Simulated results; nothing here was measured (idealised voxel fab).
process module | voxel transistor to metal
cross-section cut | 165 nm wide | cells 5 nm
A cross-section is a grid of square cells, given in bands from the top down. A band is one or more rows of cells.
Each band's line starts with the height of the band's top and of its bottom, in nm. Then come its materials from left to right, each with its width in nm. One material with "throughout" fills the band from edge to edge. "air" is empty space.
Height 0 is the level under which the wafer as received is all one material. The lowest band goes on downwards, as in "0 down".
A width such as "30 to 40" changes by the same amount from each row of cells to the next, from the band's top row to its bottom row.
"no change" after a step means that no cell of the cross-section changed.
closed voids: empty space of 8 cells or more with no open way to the top, each as width x height at its distance from the left edge, in nm
after a step's settings: what the simulator itself notes on the step
overlay nm, on a step with a mask: how far to the right of its planned place the mask lay; to the left if negative
plan
1 op RECEIVE | material Si
2 op CONFORMAL_DEP | material SiO2 | thk nm 5
3 op CONFORMAL_DEP | material SiN | thk nm 10
4 op MASKED_ETCH | tone cover | mask id ACTIVE | width nm 110 | etch materials SiN | depth nm 10 | overlay nm 0
5 op MASKED_ETCH | tone cover | mask id ACTIVE | width nm 110 | etch materials SiO2 | depth nm 5 | overlay nm 0
6 op MASKED_ETCH | tone cover | mask id ACTIVE | width nm 110 | etch materials Si | depth nm 35 | overlay nm 0
7 op FILL_DEP | material SiO2 | thk nm 15
8 op CMP | height nm 15
9 op SELECTIVE_ETCH | etch materials SiO2 | depth nm 10
10 op STRIP | etch materials SiN
11 op SELECTIVE_ETCH | etch materials SiO2 | depth nm 5
12 op OXIDIZE | depth nm 5
13 op DIRECTIONAL_DEP | material polySi | thk nm 25
14 op DIRECTIONAL_DEP | material SiCN | thk nm 10
15 op DIRECTIONAL_DEP | material aC | thk nm 15
16 op PATTERN | tone cover | mask id GATE | material resist | width nm 20 | thk nm 30 | overlay nm 0
17 op DIRECTIONAL_ETCH | etch materials aC | depth nm 15
18 op STRIP | etch materials resist
19 op DIRECTIONAL_ETCH | etch materials SiCN | depth nm 20
20 op DIRECTIONAL_ETCH | etch materials polySi | depth nm 35
21 op STRIP | etch materials aC
22 op CONFORMAL_DEP | material SiO2 | thk nm 5
23 op DIRECTIONAL_ETCH | etch materials SiO2 | depth nm 5
24 op CONFORMAL_DEP | material SiN | thk nm 5
25 op DIRECTIONAL_ETCH | etch materials SiN | depth nm 5
26 op DIRECTIONAL_ETCH | etch materials SiO2 | depth nm 5
27 op DIRECTIONAL_ETCH | etch materials Si | depth nm 10
28 op EPI | material nSi | thk nm 15
29 op FILL_DEP | material SiO2 | thk nm 5
30 op CMP | height nm 35
31 op DIRECTIONAL_DEP | material SiO2 | thk nm 10
32 op PATTERN | tone open | mask id CONTACT | material resist | width nm 35 | pitch nm 65 | thk nm 20 | overlay nm 0
33 op DIRECTIONAL_ETCH | etch materials SiO2 | depth nm 45
34 op STRIP | etch materials resist
35 op CONFORMAL_DEP | material TiN | thk nm 5
36 op FILL_DEP | material Ru | thk nm 10
37 op CMP | height nm 45
38 op CONFORMAL_DEP | material SiN | thk nm 5
39 op DIRECTIONAL_DEP | material lowk | thk nm 20
40 op PATTERN | tone open | mask id METAL_1 | material resist | width nm 20 | pitch nm 80 | thk nm 15 | overlay nm 0
41 op DIRECTIONAL_ETCH | etch materials lowk | depth nm 20
42 op DIRECTIONAL_ETCH | etch materials SiN | depth nm 5
43 op STRIP | etch materials resist
44 op CONFORMAL_DEP | material TiN | thk nm 5
45 op FILL_DEP | material W | thk nm 5
46 op CMP | height nm 70
47 op CONFORMAL_DEP | material SiCN | thk nm 5
first wafer, as planned
as received, after step 1
  0 down: Si throughout
  closed voids: none
after step 2
  5 to 0: SiO2 throughout
  below 0: unchanged
after step 3
  15 to 5: SiN throughout
  below 5: unchanged
after step 4
  15 to 5: air 25 | SiN 110 | air 30
  below 5: unchanged
after step 5
  15 to 5: air 25 | SiN 110 | air 30
  5 to 0: air 25 | SiO2 110 | air 30
  below 0: unchanged
after step 6
  15 to 5: air 25 | SiN 110 | air 30
  5 to 0: air 25 | SiO2 110 | air 30
  0 to -35: air 25 | Si 110 | air 30
  below -35: unchanged
after step 7
  30 to 15: SiO2 throughout
  15 to 5: SiO2 25 | SiN 110 | SiO2 30
  5 to 0: SiO2 throughout
  0 to -35: SiO2 25 | Si 110 | SiO2 30
  below -35: unchanged
after step 8
  15 to 5: SiO2 25 | SiN 110 | SiO2 30
  below 5: unchanged
after step 9
  15 to 5: air 25 | SiN 110 | air 30
  below 5: unchanged
after step 10
  5 to 0: SiO2 throughout
  below 0: unchanged
after step 11
  0 to -35: SiO2 25 | Si 110 | SiO2 30
  below -35: unchanged
after step 12
  0 to -5: SiO2 throughout
  below -5: unchanged
after step 13
  25 to 0: polySi throughout
  below 0: unchanged
after step 14
  35 to 25: SiCN throughout
  below 25: unchanged
after step 15
  50 to 35: aC throughout
  below 35: unchanged
after step 16
  80 to 50: air 70 | resist 20 | air 75
  below 50: unchanged
after step 17
  65 to 50: air 70 | resist 20 | air 75
  50 to 35: air 70 | aC 20 | air 75
  below 35: unchanged
after step 18
  50 to 35: air 70 | aC 20 | air 75
  below 35: unchanged
after step 19
  50 to 35: air 70 | aC 20 | air 75
  35 to 25: air 70 | SiCN 20 | air 75
  below 25: unchanged
after step 20
  50 to 35: air 70 | aC 20 | air 75
  35 to 25: air 70 | SiCN 20 | air 75
  25 to 0: air 70 | polySi 20 | air 75
  below 0: unchanged
after step 21
  35 to 25: air 70 | SiCN 20 | air 75
  below 25: unchanged
after step 22
  40 to 35: air 65 | SiO2 30 | air 70
  35 to 25: air 65 | SiO2 5 | SiCN 20 | SiO2 5 | air 70
  25 to 5: air 65 | SiO2 5 | polySi 20 | SiO2 5 | air 70
  5 to 0: SiO2 70 | polySi 20 | SiO2 75
  below 0: unchanged
after step 23
  35 to 25: air 65 | SiO2 5 | SiCN 20 | SiO2 5 | air 70
  25 to 0: air 65 | SiO2 5 | polySi 20 | SiO2 5 | air 70
  below 0: unchanged
after step 24
  40 to 35: air 60 | SiN 40 | air 65
  35 to 25: air 60 | SiN 5 | SiO2 5 | SiCN 20 | SiO2 5 | SiN 5 | air 65
  25 to 5: air 60 | SiN 5 | SiO2 5 | polySi 20 | SiO2 5 | SiN 5 | air 65
  5 to 0: SiN 65 | SiO2 5 | polySi 20 | SiO2 5 | SiN 70
  below 0: unchanged
after step 25
  35 to 25: air 60 | SiN 5 | SiO2 5 | SiCN 20 | SiO2 5 | SiN 5 | air 65
  25 to 0: air 60 | SiN 5 | SiO2 5 | polySi 20 | SiO2 5 | SiN 5 | air 65
  below 0: unchanged
after step 26
  35 to 30: air 60 | SiN 5 | air 5 | SiCN 20 | air 5 | SiN 5 | air 65
  30 to 25: air 60 | SiN 5 | SiO2 5 | SiCN 20 | SiO2 5 | SiN 5 | air 65
  25 to 0: air 60 | SiN 5 | SiO2 5 | polySi 20 | SiO2 5 | SiN 5 | air 65
  0 to -5: air 60 | SiO2 40 | air 65
  below -5: unchanged
after step 27
  35 to 30: air 60 | SiN 5 | air 5 | SiCN 20 | air 5 | SiN 5 | air 65
  30 to 25: air 60 | SiN 5 | SiO2 5 | SiCN 20 | SiO2 5 | SiN 5 | air 65
  25 to 0: air 60 | SiN 5 | SiO2 5 | polySi 20 | SiO2 5 | SiN 5 | air 65
  0 to -5: air 60 | SiO2 40 | air 65
  -5 to -15: SiO2 25 | air 35 | Si 40 | air 35 | SiO2 30
  below -15: unchanged
after step 28
  35 to 30: air 60 | SiN 5 | air 5 | SiCN 20 | air 5 | SiN 5 | air 65
  30 to 25: air 60 | SiN 5 | SiO2 5 | SiCN 20 | SiO2 5 | SiN 5 | air 65
  25 to 10: air 60 | SiN 5 | SiO2 5 | polySi 20 | SiO2 5 | SiN 5 | air 65
  10 to 0: air 45 | nSi 15 | SiN 5 | SiO2 5 | polySi 20 | SiO2 5 | SiN 5 | nSi 15 | air 50
  0 to -5: air 20 | nSi 40 | SiO2 40 | nSi 40 | air 25
  -5 to -15: SiO2 25 | nSi 35 | Si 40 | nSi 35 | SiO2 30
  below -15: unchanged
after step 29
  40 to 35: SiO2 throughout
  35 to 25: SiO2 60 | SiN 5 | SiO2 5 | SiCN 20 | SiO2 5 | SiN 5 | SiO2 65
  25 to 10: SiO2 60 | SiN 5 | SiO2 5 | polySi 20 | SiO2 5 | SiN 5 | SiO2 65
  10 to 0: SiO2 45 | nSi 15 | SiN 5 | SiO2 5 | polySi 20 | SiO2 5 | SiN 5 | nSi 15 | SiO2 50
  0 to -5: SiO2 20 | nSi 40 | SiO2 40 | nSi 40 | SiO2 25
  below -5: unchanged
after step 30
  35 to 25: SiO2 60 | SiN 5 | SiO2 5 | SiCN 20 | SiO2 5 | SiN 5 | SiO2 65
  below 25: unchanged
after step 31
  45 to 35: SiO2 throughout
  below 35: unchanged
after step 32
  65 to 45: resist 30 | air 35 | resist 30 | air 35 | resist 35
  below 45: unchanged
after step 33
  65 to 45: resist 30 | air 35 | resist 30 | air 35 | resist 35
  45 to 35: SiO2 30 | air 35 | SiO2 30 | air 35 | SiO2 35
  35 to 25: SiO2 30 | air 30 | SiN 5 | SiO2 5 | SiCN 20 | SiO2 5 | SiN 5 | air 30 | SiO2 35
  25 to 10: SiO2 30 | air 30 | SiN 5 | SiO2 5 | polySi 20 | SiO2 5 | SiN 5 | air 30 | SiO2 35
  10 to 0: SiO2 30 | air 15 | nSi 15 | SiN 5 | SiO2 5 | polySi 20 | SiO2 5 | SiN 5 | nSi 15 | air 15 | SiO2 35
  below 0: unchanged
after step 34
  45 to 35: SiO2 30 | air 35 | SiO2 30 | air 35 | SiO2 35
  below 35: unchanged
after step 35
  50 to 45: TiN 35 | air 25 | TiN 40 | air 25 | TiN 40
  45 to 35: SiO2 30 | TiN 5 | air 25 to 20 | TiN 5 to 10 | SiO2 30 | TiN 5 to 10 | air 25 to 20 | TiN 5 | SiO2 35
  35 to 25: SiO2 30 | TiN 5 | air 20 | TiN 5 | SiN 5 | SiO2 5 | SiCN 20 | SiO2 5 | SiN 5 | TiN 5 | air 20 | TiN 5 | SiO2 35
  25 to 15: SiO2 30 | TiN 5 | air 20 | TiN 5 | SiN 5 | SiO2 5 | polySi 20 | SiO2 5 | SiN 5 | TiN 5 | air 20 | TiN 5 | SiO2 35
  15 to 10: SiO2 30 | TiN 5 | air 5 | TiN 20 | SiN 5 | SiO2 5 | polySi 20 | SiO2 5 | SiN 5 | TiN 20 | air 5 | TiN 5 | SiO2 35
  10 to 5: SiO2 30 | TiN 5 | air 5 | TiN 5 | nSi 15 | SiN 5 | SiO2 5 | polySi 20 | SiO2 5 | SiN 5 | nSi 15 | TiN 5 | air 5 | TiN 5 | SiO2 35
  5 to 0: SiO2 30 | TiN 15 | nSi 15 | SiN 5 | SiO2 5 | polySi 20 | SiO2 5 | SiN 5 | nSi 15 | TiN 15 | SiO2 35
  below 0: unchanged
after step 36
  60 to 50: Ru throughout
  50 to 45: TiN 35 | Ru 25 | TiN 40 | Ru 25 | TiN 40
  45 to 35: SiO2 30 | TiN 5 | Ru 25 to 20 | TiN 5 to 10 | SiO2 30 | TiN 5 to 10 | Ru 25 to 20 | TiN 5 | SiO2 35
  35 to 25: SiO2 30 | TiN 5 | Ru 20 | TiN 5 | SiN 5 | SiO2 5 | SiCN 20 | SiO2 5 | SiN 5 | TiN 5 | Ru 20 | TiN 5 | SiO2 35
  25 to 15: SiO2 30 | TiN 5 | Ru 20 | TiN 5 | SiN 5 | SiO2 5 | polySi 20 | SiO2 5 | SiN 5 | TiN 5 | Ru 20 | TiN 5 | SiO2 35
  15 to 10: SiO2 30 | TiN 5 | Ru 5 | TiN 20 | SiN 5 | SiO2 5 | polySi 20 | SiO2 5 | SiN 5 | TiN 20 | Ru 5 | TiN 5 | SiO2 35
  10 to 5: SiO2 30 | TiN 5 | Ru 5 | TiN 5 | nSi 15 | SiN 5 | SiO2 5 | polySi 20 | SiO2 5 | SiN 5 | nSi 15 | TiN 5 | Ru 5 | TiN 5 | SiO2 35
  below 5: unchanged
after step 37
  45 to 35: SiO2 30 | TiN 5 | Ru 25 to 20 | TiN 5 to 10 | SiO2 30 | TiN 5 to 10 | Ru 25 to 20 | TiN 5 | SiO2 35
  below 35: unchanged
after step 38
  50 to 45: SiN throughout
  below 45: unchanged
after step 39
  70 to 50: lowk throughout
  below 50: unchanged
after step 40
  85 to 70: resist 30 | air 20 | resist 60 | air 20 | resist 35
  below 70: unchanged
after step 41
  85 to 70: resist 30 | air 20 | resist 60 | air 20 | resist 35
  70 to 50: lowk 30 | air 20 | lowk 60 | air 20 | lowk 35
  below 50: unchanged
after step 42
  85 to 70: resist 30 | air 20 | resist 60 | air 20 | resist 35
  70 to 50: lowk 30 | air 20 | lowk 60 | air 20 | lowk 35
  50 to 45: SiN 30 | air 20 | SiN 60 | air 20 | SiN 35
  below 45: unchanged
after step 43
  70 to 50: lowk 30 | air 20 | lowk 60 | air 20 | lowk 35
  below 50: unchanged
after step 44
  75 to 70: TiN 35 | air 10 | TiN 70 | air 10 | TiN 40
  70 to 50: lowk 30 | TiN 5 | air 10 | TiN 5 | lowk 60 | TiN 5 | air 10 | TiN 5 | lowk 35
  50 to 45: SiN 30 | TiN 20 | SiN 60 | TiN 20 | SiN 35
  below 45: unchanged
after step 45
  80 to 75: W throughout
  75 to 70: TiN 35 | W 10 | TiN 70 | W 10 | TiN 40
  70 to 50: lowk 30 | TiN 5 | W 10 | TiN 5 | lowk 60 | TiN 5 | W 10 | TiN 5 | lowk 35
  below 50: unchanged
after step 46
  70 to 50: lowk 30 | TiN 5 | W 10 | TiN 5 | lowk 60 | TiN 5 | W 10 | TiN 5 | lowk 35
  below 50: unchanged
after step 47
  75 to 70: SiCN throughout
  below 70: unchanged
second wafer: like start, like plan, one mistake. Through step 31 it matches the first wafer
when step 32 should have ended
  65 to 45: resist 30 | air 40 | resist 25 | air 40 | resist 30
  below 45: unchanged
when step 33 should have ended
  65 to 45: resist 30 | air 40 | resist 25 | air 40 | resist 30
  45 to 35: SiO2 30 | air 40 | SiO2 25 | air 40 | SiO2 30
  35 to 25: SiO2 30 | air 30 | SiN 5 | air 5 | SiCN 20 | SiO2 5 | SiN 5 | air 35 | SiO2 30
  25 to 10: SiO2 30 | air 30 | SiN 5 | air 5 | polySi 20 | SiO2 5 | SiN 5 | air 35 | SiO2 30
  10 to 0: SiO2 30 | air 15 | nSi 15 | SiN 5 | air 5 | polySi 20 | SiO2 5 | SiN 5 | nSi 15 | air 20 | SiO2 30
  below 0: unchanged
when step 34 should have ended
  45 to 35: SiO2 30 | air 40 | SiO2 25 | air 40 | SiO2 30
  below 35: unchanged
when step 35 should have ended
  50 to 45: TiN 35 | air 30 | TiN 35 | air 30 | TiN 35
  45 to 35: SiO2 30 | TiN 5 | air 30 to 20 | TiN 5 to 15 | SiO2 25 | TiN 5 to 10 | air 30 to 25 | TiN 5 | SiO2 30
  35 to 25: SiO2 30 | TiN 5 | air 20 | TiN 5 | SiN 5 | TiN 5 | SiCN 20 | SiO2 5 | SiN 5 | TiN 5 | air 25 | TiN 5 | SiO2 30
  25 to 15: SiO2 30 | TiN 5 | air 20 | TiN 5 | SiN 5 | TiN 5 | polySi 20 | SiO2 5 | SiN 5 | TiN 5 | air 25 | TiN 5 | SiO2 30
  15 to 10: SiO2 30 | TiN 5 | air 5 | TiN 20 | SiN 5 | TiN 5 | polySi 20 | SiO2 5 | SiN 5 | TiN 20 | air 10 | TiN 5 | SiO2 30
  10 to 5: SiO2 30 | TiN 5 | air 5 | TiN 5 | nSi 15 | SiN 5 | TiN 5 | polySi 20 | SiO2 5 | SiN 5 | nSi 15 | TiN 5 | air 10 | TiN 5 | SiO2 30
  5 to 0: SiO2 30 | TiN 15 | nSi 15 | SiN 5 | TiN 5 | polySi 20 | SiO2 5 | SiN 5 | nSi 15 | TiN 20 | SiO2 30
  below 0: unchanged
when step 36 should have ended
  60 to 50: Ru throughout
  50 to 45: TiN 35 | Ru 30 | TiN 35 | Ru 30 | TiN 35
  45 to 35: SiO2 30 | TiN 5 | Ru 30 to 20 | TiN 5 to 15 | SiO2 25 | TiN 5 to 10 | Ru 30 to 25 | TiN 5 | SiO2 30
  35 to 25: SiO2 30 | TiN 5 | Ru 20 | TiN 5 | SiN 5 | TiN 5 | SiCN 20 | SiO2 5 | SiN 5 | TiN 5 | Ru 25 | TiN 5 | SiO2 30
  25 to 15: SiO2 30 | TiN 5 | Ru 20 | TiN 5 | SiN 5 | TiN 5 | polySi 20 | SiO2 5 | SiN 5 | TiN 5 | Ru 25 | TiN 5 | SiO2 30
  15 to 10: SiO2 30 | TiN 5 | Ru 5 | TiN 20 | SiN 5 | TiN 5 | polySi 20 | SiO2 5 | SiN 5 | TiN 20 | Ru 10 | TiN 5 | SiO2 30
  10 to 5: SiO2 30 | TiN 5 | Ru 5 | TiN 5 | nSi 15 | SiN 5 | TiN 5 | polySi 20 | SiO2 5 | SiN 5 | nSi 15 | TiN 5 | Ru 10 | TiN 5 | SiO2 30
  below 5: unchanged
when step 37 should have ended
  45 to 35: SiO2 30 | TiN 5 | Ru 30 to 20 | TiN 5 to 15 | SiO2 25 | TiN 5 to 10 | Ru 30 to 25 | TiN 5 | SiO2 30
  below 35: unchanged
when step 38 should have ended
  50 to 45: SiN throughout
  below 45: unchanged
when step 39 should have ended
  70 to 50: lowk throughout
  below 50: unchanged
when step 40 should have ended
  85 to 70: resist 30 | air 20 | resist 60 | air 20 | resist 35
  below 70: unchanged
when step 41 should have ended
  85 to 70: resist 30 | air 20 | resist 60 | air 20 | resist 35
  70 to 50: lowk 30 | air 20 | lowk 60 | air 20 | lowk 35
  below 50: unchanged
when step 42 should have ended
  85 to 70: resist 30 | air 20 | resist 60 | air 20 | resist 35
  70 to 50: lowk 30 | air 20 | lowk 60 | air 20 | lowk 35
  50 to 45: SiN 30 | air 20 | SiN 60 | air 20 | SiN 35
  below 45: unchanged
when step 43 should have ended
  70 to 50: lowk 30 | air 20 | lowk 60 | air 20 | lowk 35
  below 50: unchanged
when step 44 should have ended
  75 to 70: TiN 35 | air 10 | TiN 70 | air 10 | TiN 40
  70 to 50: lowk 30 | TiN 5 | air 10 | TiN 5 | lowk 60 | TiN 5 | air 10 | TiN 5 | lowk 35
  50 to 45: SiN 30 | TiN 20 | SiN 60 | TiN 20 | SiN 35
  below 45: unchanged
when step 45 should have ended
  80 to 75: W throughout
  75 to 70: TiN 35 | W 10 | TiN 70 | W 10 | TiN 40
  70 to 50: lowk 30 | TiN 5 | W 10 | TiN 5 | lowk 60 | TiN 5 | W 10 | TiN 5 | lowk 35
  below 50: unchanged
when step 46 should have ended
  70 to 50: lowk 30 | TiN 5 | W 10 | TiN 5 | lowk 60 | TiN 5 | W 10 | TiN 5 | lowk 35
  below 50: unchanged
when step 47 should have ended
  75 to 70: SiCN throughout
  below 70: unchanged
what went wrong: step 32 ran as: op PATTERN | tone open | mask id CONTACT | material resist | width nm 40 | pitch nm 65 | thk nm 20 | overlay nm 0
at the end the second wafer has, in cells: 9 more of Ru | 18 fewer of SiO2 | 9 more of TiN
